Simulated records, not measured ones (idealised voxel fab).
Process module under the name voxel capacitor over wiring
FYI the section here is cut, 220 nm wide, cells are 5 nm squares.
If you're reading a cross-section in this doc, picture square cells in a grid; it comes to you as bands, top ones listed first down to the bottom, and a band can be one or more rows of cells.
It is stipulated that each band's entry specify, in nanometres, the height of the top of the band and then that of its bottom, followed by the materials of the band in left-to-right sequence, each together with its width in nanometres. A single material marked by the word "everywhere" is understood to fill the band from edge to edge; the word "empty" is understood to denote empty space.
The reference from which all heights are counted is 0, the level beneath which the as-received wafer is entirely one material; the lowest band, having no lower bound, proceeds downward and is written after the example "0 down".
Read "30..40" as a graded width: first number on top, second number at the bottom, same change between each pair of neighbouring rows.
Take "nothing changed" at face value: in the step it is given for, the cross-section changed in none of its cells.
Heads up: "Closed voids list" only lists the empty pockets with no open path to the top that are 8 cells or more, and it writes them as width x height at distance, distance from the left edge, in nm.
Past the settings on a step's line: simulator remark, on that step.
On any step carrying a mask, the "overlay nm" setting, if present on the step's line, tells how far right of its planned place the mask lay; negative values point to the left.

[Steps in the process plan]
1. RECEIVE with material Si
2. CONFORMAL_DEP with material SiO2, thk nm 10
3. CONFORMAL_DEP with material SiN, thk nm 5
4. DIRECTIONAL_DEP with material lowk, thk nm 15
5. PATTERN with tone open, mask id METAL_1, material resist, width nm 20, pitch nm 70, thk nm 15, overlay nm -15
6. DIRECTIONAL_ETCH with etch materials lowk, depth nm 15
7. DIRECTIONAL_ETCH with etch materials SiN, depth nm 5
8. STRIP with etch materials resist
9. CONFORMAL_DEP with material TiN, thk nm 5
10. FILL_DEP with material Cu, thk nm 10
11. CMP with height nm 30
12. CONFORMAL_DEP with material SiCN, thk nm 5
13. DIRECTIONAL_DEP with material lowk, thk nm 20
14. DIRECTIONAL_DEP with material aC, thk nm 10
15. PATTERN with tone open, mask id PLUG_1, material resist, width nm 15, thk nm 30, overlay nm 0
16. DIRECTIONAL_ETCH with etch materials aC, depth nm 10
17. STRIP with etch materials resist
18. DIRECTIONAL_ETCH with etch materials lowk, depth nm 20
19. DIRECTIONAL_ETCH with etch materials SiCN, depth nm 5
20. STRIP with etch materials aC
21. EPI with material Ru, thk nm 10
22. EPI with material Ru, thk nm 10
23. EPI with material Ru, thk nm 5
24. DIRECTIONAL_DEP with material TiN, thk nm 10
25. DIRECTIONAL_DEP with material SiN, thk nm 5
26. DIRECTIONAL_DEP with material TiN, thk nm 10
27. PATTERN with tone cover, mask id UPPER_PLATE, material resist, width nm 55, thk nm 15, overlay nm 0
28. DIRECTIONAL_ETCH with etch materials TiN, depth nm 10
29. DIRECTIONAL_ETCH with etch materials SiN, depth nm 5
30. STRIP with etch materials resist
31. MASKED_ETCH with tone cover, mask id LOWER_PLATE, width nm 65, etch materials TiN, depth nm 10, overlay nm 0
32. FILL_DEP with material SiO2, thk nm 15
33. CMP with height nm 90
34. DIRECTIONAL_DEP with material aC, thk nm 15
35. PATTERN with tone open, mask id PLUG_2, material resist, width nm 15, thk nm 30, overlay nm 0
36. DIRECTIONAL_ETCH with etch materials aC, depth nm 15
37. STRIP with etch materials resist
38. DIRECTIONAL_ETCH with etch materials SiO2, depth nm 10
39. STRIP with etch materials aC
40. CONFORMAL_DEP with material TiN, thk nm 5
41. FILL_DEP with material Cu, thk nm 5
42. CMP with height nm 90
43. CONFORMAL_DEP with material SiCN, thk nm 5
Every wafer here starts from the same state; it is the step 5 overlay nm that distinguishes them, and the value the plan gives belongs to the first wafer.

[The as-received cross-section of the first of several wafers corresponds to the state after step 1]
> 0 down | Si everywhere
> Closed voids list: none

[Rows = wafers. At module end, each row lists per material the cells gained (+) or lost (-) since the wafer was received, then the closed voids]
overlay nm -15 | +13 Cu | +85 SiCN | +47 SiN | +346 SiO2 | +73 TiN | +272 lowk | Closed voids list: none
overlay nm -10 | +13 Cu | +15 Ru | +85 SiCN | +47 SiN | +331 SiO2 | +73 TiN | +272 lowk | Closed voids list: none
overlay nm -5 | +13 Cu | +15 Ru | +85 SiCN | +47 SiN | +331 SiO2 | +73 TiN | +272 lowk | Closed voids list: none
overlay nm 0 | +13 Cu | +15 Ru | +85 SiCN | +47 SiN | +331 SiO2 | +73 TiN | +272 lowk | Closed voids list: none
overlay nm 5 | +13 Cu | +15 Ru | +85 SiCN | +47 SiN | +331 SiO2 | +73 TiN | +272 lowk | Closed voids list: none
overlay nm 10 | +13 Cu | +15 Ru | +85 SiCN | +47 SiN | +331 SiO2 | +73 TiN | +272 lowk | Closed voids list: none
overlay nm 15 | +13 Cu | +15 Ru | +85 SiCN | +47 SiN | +331 SiO2 | +73 TiN | +272 lowk | Closed voids list: none
